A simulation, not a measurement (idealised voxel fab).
Title: Process Module voxel wiring stack
Section shown: cut. Width: 260 nm. Cell size: 5 nm, square.
A cross-section is written here as square cells arranged in a grid, and it is given in bands from the top down, each band taking up one or more rows of cells.
First you get the band's top height and its bottom height, in nm, and then the materials it's made of, left to right, with each width in nm. If you see a single material with "everywhere", that one covers the band edge to edge. "air" is empty space.
We count height from 0. Below that, the starting wafer is all one material. The lowest band never ends at the bottom but goes on down; see "top 0, no bottom" for how that is written.
It should be noted that a width expressed as "30..40" varies in equal increments from row to row of cells within the band, taking the value of the first number at the top row and that of the second number at the bottom row.
It should be understood that the words "nothing changed", when stated for a given step, signify that the cross-section underwent no change in any of its cells during that step.
Basically, "Sealed-off cavities" tells you about the enclosed voids: empty spaces with no open way to the top, 8 cells or bigger, each written width x height at distance, where distance is from the left edge, all in nm.
That trailing text on a step's line, after the settings, is the simulator's own remark on the step.
"overlay nm", when on a step's line for a step with a mask, measures how far to the right of its planned place the mask lay; a negative measure means to the left.

-- The process steps that were planned are listed below
- 1: op RECEIVE | material Si
- 2: op CONFORMAL_DEP | material SiO2 | thk nm 15
- 3: op CONFORMAL_DEP | material SiCN | thk nm 5
- 4: op DIRECTIONAL_DEP | material lowk | thk nm 25
- 5: op PATTERN | tone open | mask id METAL_1 | material resist | width nm 25 | pitch nm 40 | thk nm 15 | overlay nm 0
- 6: op DIRECTIONAL_ETCH | etch materials lowk | depth nm 25
- 7: op DIRECTIONAL_ETCH | etch materials SiCN | depth nm 5
- 8: op STRIP | etch materials resist
- 9: op CONFORMAL_DEP | material TiN | thk nm 5
- 10: op FILL_DEP | material Cu | thk nm 10
- 11: op CMP | height nm 45
- 12: op CONFORMAL_DEP | material SiCN | thk nm 5
- 13: op DIRECTIONAL_DEP | material lowk | thk nm 35
- 14: op PATTERN | tone open | mask id METAL_2_HOLES | material resist | width nm 15 | pitch nm 40 | thk nm 15 | overlay nm 0
- 15: op DIRECTIONAL_ETCH | etch materials lowk | depth nm 35
- 16: op STRIP | etch materials resist
- 17: op MASKED_ETCH | tone open | mask id METAL_2 | width nm 25 | pitch nm 40 | etch materials lowk | depth nm 20 | overlay nm 0
- 18: op MASKED_ETCH | tone open | mask id METAL_2 | width nm 25 | pitch nm 40 | etch materials SiCN | depth nm 5 | overlay nm 0
- 19: op CONFORMAL_DEP | material TiN | thk nm 5
- 20: op FILL_DEP | material Ru | thk nm 5
- 21: op CMP | height nm 85
- 22: op CONFORMAL_DEP | material SiCN | thk nm 5
- 23: op DIRECTIONAL_DEP | material lowk | thk nm 35
- 24: op DIRECTIONAL_DEP | material aC | thk nm 10
- 25: op PATTERN | tone open | mask id METAL_3 | material resist | width nm 25 | pitch nm 40 | thk nm 30 | overlay nm 0
- 26: op DIRECTIONAL_ETCH | etch materials aC | depth nm 10
- 27: op STRIP | etch materials resist
- 28: op DIRECTIONAL_ETCH | etch materials lowk | depth nm 20
- 29: op STRIP | etch materials aC
- 30: op DIRECTIONAL_DEP | material aC | thk nm 10
- 31: op PATTERN | tone open | mask id METAL_3_HOLES | material resist | width nm 15 | pitch nm 80 | thk nm 30 | overlay nm 0
- 32: op DIRECTIONAL_ETCH | etch materials aC | depth nm 10
- 33: op STRIP | etch materials resist
- 34: op DIRECTIONAL_ETCH | etch materials lowk | depth nm 15
- 35: op DIRECTIONAL_ETCH | etch materials SiCN | depth nm 5
- 36: op STRIP | etch materials aC
- 37: op CONFORMAL_DEP | material TiN | thk nm 5
- 38: op FILL_DEP | material Cu | thk nm 10
- 39: op CMP | height nm 125
- 40: op CONFORMAL_DEP | material SiCN | thk nm 5
- 41: op DIRECTIONAL_DEP | material lowk | thk nm 35
- 42: op PATTERN | tone open | mask id METAL_4_HOLES | material resist | width nm 15 | pitch nm 40 | thk nm 20 | overlay nm 0
- 43: op DIRECTIONAL_ETCH | etch materials lowk | depth nm 35
- 44: op STRIP | etch materials resist
- 45: op DIRECTIONAL_DEP | material aC | thk nm 10
- 46: op PATTERN | tone open | mask id METAL_4 | material resist | width nm 25 | pitch nm 40 | thk nm 30 | overlay nm 0
- 47: op DIRECTIONAL_ETCH | etch materials aC | depth nm 10
- 48: op STRIP | etch materials resist
- 49: op DIRECTIONAL_ETCH | etch materials lowk | depth nm 20
- 50: op DIRECTIONAL_ETCH | etch materials SiCN | depth nm 5
- 51: op STRIP | etch materials aC
- 52: op CONFORMAL_DEP | material TiN | thk nm 5
- 53: op FILL_DEP | material Cu | thk nm 10
- 54: op CMP | height nm 165
- 55: op CONFORMAL_DEP | material SiCN | thk nm 5

-- Here's what the wafer looked like in cross-section when it arrived - that's after step 1
    top 0, no bottom  Si everywhere
    Sealed-off cavities: none

-- End-of-module cross-section of the first of two wafers, processed as planned
    top 170, bottom 165  SiCN everywhere
    top 165, bottom 150  75 nm lowk, 5 nm TiN, 15 nm Cu, 5 nm TiN, 15 nm lowk, 5 nm TiN, 15 nm Cu, 5 nm TiN, 15 nm lowk, 5 nm TiN, 15 nm Cu, 5 nm TiN, 80 nm lowk
    top 150, bottom 145  75 nm lowk, 5 nm TiN, 5 nm Cu, 15 nm TiN, 15 nm lowk, 5 nm TiN, 5 nm Cu, 15 nm TiN, 15 nm lowk, 5 nm TiN, 5 nm Cu, 15 nm TiN, 80 nm lowk
    top 145, bottom 130  75 nm lowk, 5 nm TiN, 5 nm Cu, 5 nm TiN, 25 nm lowk, 5 nm TiN, 5 nm Cu, 5 nm TiN, 25 nm lowk, 5 nm TiN, 5 nm Cu, 5 nm TiN, 90 nm lowk
    top 130, bottom 125  75 nm SiCN, 15 nm TiN, 25 nm SiCN, 15 nm TiN, 25 nm SiCN, 15 nm TiN, 90 nm SiCN
    top 125, bottom 110  75 nm lowk, 5 nm TiN, 15 nm Cu, 5 nm TiN, 15 nm lowk, 5 nm TiN, 15 nm Cu, 5 nm TiN, 15 nm lowk, 5 nm TiN, 15 nm Cu, 5 nm TiN, 80 nm lowk
    top 110, bottom 105  75 nm lowk, 5 nm TiN, 5 nm Cu, 15 nm TiN, 15 nm lowk, 25 nm TiN, 15 nm lowk, 5 nm TiN, 5 nm Cu, 15 nm TiN, 80 nm lowk
    top 105, bottom 90  75 nm lowk, 5 nm TiN, 5 nm Cu, 5 nm TiN, 65 nm lowk, 5 nm TiN, 5 nm Cu, 5 nm TiN, 90 nm lowk
    top 90, bottom 85  75 nm SiCN, 15 nm TiN, 65 nm SiCN, 15 nm TiN, 90 nm SiCN
    top 85, bottom 70  75 nm lowk, 5 nm TiN, 15 nm Ru, 5 nm TiN, 15 nm lowk, 5 nm TiN, 15 nm Ru, 5 nm TiN, 15 nm lowk, 5 nm TiN, 15 nm Ru, 5 nm TiN, 80 nm lowk
    top 70, bottom 65  75 nm lowk, 5 nm TiN, 5 nm Ru, 15 nm TiN, 15 nm lowk, 5 nm TiN, 5 nm Ru, 15 nm TiN, 15 nm lowk, 5 nm TiN, 5 nm Ru, 15 nm TiN, 80 nm lowk
    top 65, bottom 50  75 nm lowk, 5 nm TiN, 5 nm Ru, 5 nm TiN, 25 nm lowk, 5 nm TiN, 5 nm Ru, 5 nm TiN, 25 nm lowk, 5 nm TiN, 5 nm Ru, 5 nm TiN, 90 nm lowk
    top 50, bottom 45  75 nm SiCN, 15 nm TiN, 25 nm SiCN, 15 nm TiN, 25 nm SiCN, 15 nm TiN, 90 nm SiCN
    top 45, bottom 20  75 nm lowk, 5 nm TiN, 15 nm Cu, 5 nm TiN, 15 nm lowk, 5 nm TiN, 15 nm Cu, 5 nm TiN, 15 nm lowk, 5 nm TiN, 15 nm Cu, 5 nm TiN, 80 nm lowk
    top 20, bottom 15  75 nm SiCN, 25 nm TiN, 15 nm SiCN, 25 nm TiN, 15 nm SiCN, 25 nm TiN, 80 nm SiCN
    top 15, bottom 0  SiO2 everywhere
    top 0, no bottom  Si everywhere
    Sealed-off cavities: none

-- Cross-sectional view of the second of two wafers upon completion of the module. This wafer shared its starting condition and process plan with the first; one error was made during its execution
    top 170, bottom 165  SiCN everywhere
    top 165, bottom 150  75 nm lowk, 5 nm TiN, 15 nm Cu, 5 nm TiN, 15 nm lowk, 5 nm TiN, 15 nm Cu, 5 nm TiN, 15 nm lowk, 5 nm TiN, 15 nm Cu, 5 nm TiN, 80 nm lowk
    top 150, bottom 145  75 nm lowk, 5 nm TiN, 5 nm Cu, 15 nm TiN, 15 nm lowk, 5 nm TiN, 5 nm Cu, 15 nm TiN, 15 nm lowk, 5 nm TiN, 5 nm Cu, 15 nm TiN, 80 nm lowk
    top 145, bottom 130  75 nm lowk, 5 nm TiN, 5 nm Cu, 5 nm TiN, 25 nm lowk, 5 nm TiN, 5 nm Cu, 5 nm TiN, 25 nm lowk, 5 nm TiN, 5 nm Cu, 5 nm TiN, 90 nm lowk
    top 130, bottom 125  75 nm SiCN, 15 nm TiN, 25 nm SiCN, 15 nm TiN, 25 nm SiCN, 15 nm TiN, 90 nm SiCN
    top 125, bottom 95  75 nm lowk, 5 nm TiN, 15 nm Cu, 5 nm TiN, 15 nm lowk, 5 nm TiN, 15 nm Cu, 5 nm TiN, 15 nm lowk, 5 nm TiN, 15 nm Cu, 5 nm TiN, 80 nm lowk
    top 95, bottom 90  75 nm lowk, 5 nm TiN, 5 nm Cu, 15 nm TiN, 15 nm lowk, 25 nm TiN, 15 nm lowk, 5 nm TiN, 5 nm Cu, 15 nm TiN, 80 nm lowk
    top 90, bottom 85  75 nm SiCN, 15 nm TiN, 65 nm SiCN, 15 nm TiN, 90 nm SiCN
    top 85, bottom 70  75 nm lowk, 5 nm TiN, 15 nm Ru, 5 nm TiN, 15 nm lowk, 5 nm TiN, 15 nm Ru, 5 nm TiN, 15 nm lowk, 5 nm TiN, 15 nm Ru, 5 nm TiN, 80 nm lowk
    top 70, bottom 65  75 nm lowk, 5 nm TiN, 5 nm Ru, 15 nm TiN, 15 nm lowk, 5 nm TiN, 5 nm Ru, 15 nm TiN, 15 nm lowk, 5 nm TiN, 5 nm Ru, 15 nm TiN, 80 nm lowk
    top 65, bottom 50  75 nm lowk, 5 nm TiN, 5 nm Ru, 5 nm TiN, 25 nm lowk, 5 nm TiN, 5 nm Ru, 5 nm TiN, 25 nm lowk, 5 nm TiN, 5 nm Ru, 5 nm TiN, 90 nm lowk
    top 50, bottom 45  75 nm SiCN, 15 nm TiN, 25 nm SiCN, 15 nm TiN, 25 nm SiCN, 15 nm TiN, 90 nm SiCN
    top 45, bottom 20  75 nm lowk, 5 nm TiN, 15 nm Cu, 5 nm TiN, 15 nm lowk, 5 nm TiN, 15 nm Cu, 5 nm TiN, 15 nm lowk, 5 nm TiN, 15 nm Cu, 5 nm TiN, 80 nm lowk
    top 20, bottom 15  75 nm SiCN, 25 nm TiN, 15 nm SiCN, 25 nm TiN, 15 nm SiCN, 25 nm TiN, 80 nm SiCN
    top 15, bottom 0  SiO2 everywhere
    top 0, no bottom  Si everywhere
    Sealed-off cavities: none
In executing the process, a mistake was made relative to the plan: regarding the plan, step 28 was run twice
Final difference in cells, second wafer against first, listed per material as more or fewer: 21 more of Cu; 6 more of TiN; 27 fewer of lowk
